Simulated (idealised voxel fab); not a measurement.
process module | voxel local oxidation
cross-section cut | 250 nm wide | cells 5 nm
A cross-section is a grid of square cells, given in bands from the top down. A band is one or more rows of cells.
Each band's line starts with the height of the band's top and of its bottom, in nm. Then come its materials from left to right, each with its width in nm. One material with "throughout" fills the band from edge to edge. "air" is empty space.
Height 0 is the level under which the wafer as received is all one material. The lowest band goes on downwards, as in "0 down".
A width such as "30 to 40" changes by the same amount from each row of cells to the next, from the band's top row to its bottom row.
"no change" after a step means that no cell of the cross-section changed.
closed voids: empty space of 8 cells or more with no open way to the top, each as width x height at its distance from the left edge, in nm
after a step's settings: what the simulator itself notes on the step
overlay nm, on a step with a mask: how far to the right of its planned place the mask lay; to the left if negative
plan
1 op RECEIVE | material Si
2 op OXIDIZE | depth nm 5
3 op CONFORMAL_DEP | material SiN | thk nm 10
4 op PATTERN | tone cover | mask id ACTIVE | material resist | width nm 120 | thk nm 15 | overlay nm 0
5 op DIRECTIONAL_ETCH | etch materials SiN | depth nm 10
6 op STRIP | etch materials resist
7 op SELECTIVE_ETCH | etch materials SiO2 | depth nm 5
8 op OXIDIZE | depth nm 15
9 op STRIP | etch materials SiN
first wafer, as planned
as received, after step 1
  0 down: Si throughout
  closed voids: none
after step 2
  0 to -5: SiO2 throughout
  below -5: unchanged
after step 3
  10 to 0: SiN throughout
  below 0: unchanged
after step 4
  25 to 10: air 65 | resist 120 | air 65
  below 10: unchanged
after step 5
  25 to 10: air 65 | resist 120 | air 65
  10 to 0: air 65 | SiN 120 | air 65
  below 0: unchanged
after step 6
  10 to 0: air 65 | SiN 120 | air 65
  below 0: unchanged
after step 7
  10 to 0: air 65 | SiN 120 | air 65
  0 to -5: air 70 | SiO2 110 | air 70
  below -5: unchanged
after step 8
  10 to 0: air 65 | SiN 120 | air 65
  0 to -5: air 70 | SiO2 110 | air 70
  -5 to -20: SiO2 85 | Si 80 | SiO2 85
  below -20: unchanged
after step 9
  0 to -5: air 70 | SiO2 110 | air 70
  below -5: unchanged
second wafer: like start, like plan, one mistake. Through step 7 it matches the first wafer
when step 8 should have ended
  10 to 0: air 65 | SiN 120 | air 65
  0 to -5: air 70 | SiO2 110 | air 70
  -5 to -25: SiO2 90 | Si 70 | SiO2 90
  below -25: unchanged
when step 9 should have ended
  0 to -5: air 70 | SiO2 110 | air 70
  below -5: unchanged
what went wrong: step 8 ran as: op OXIDIZE | depth nm 20
at the end the second wafer has, in cells: 42 fewer of Si | 42 more of SiO2
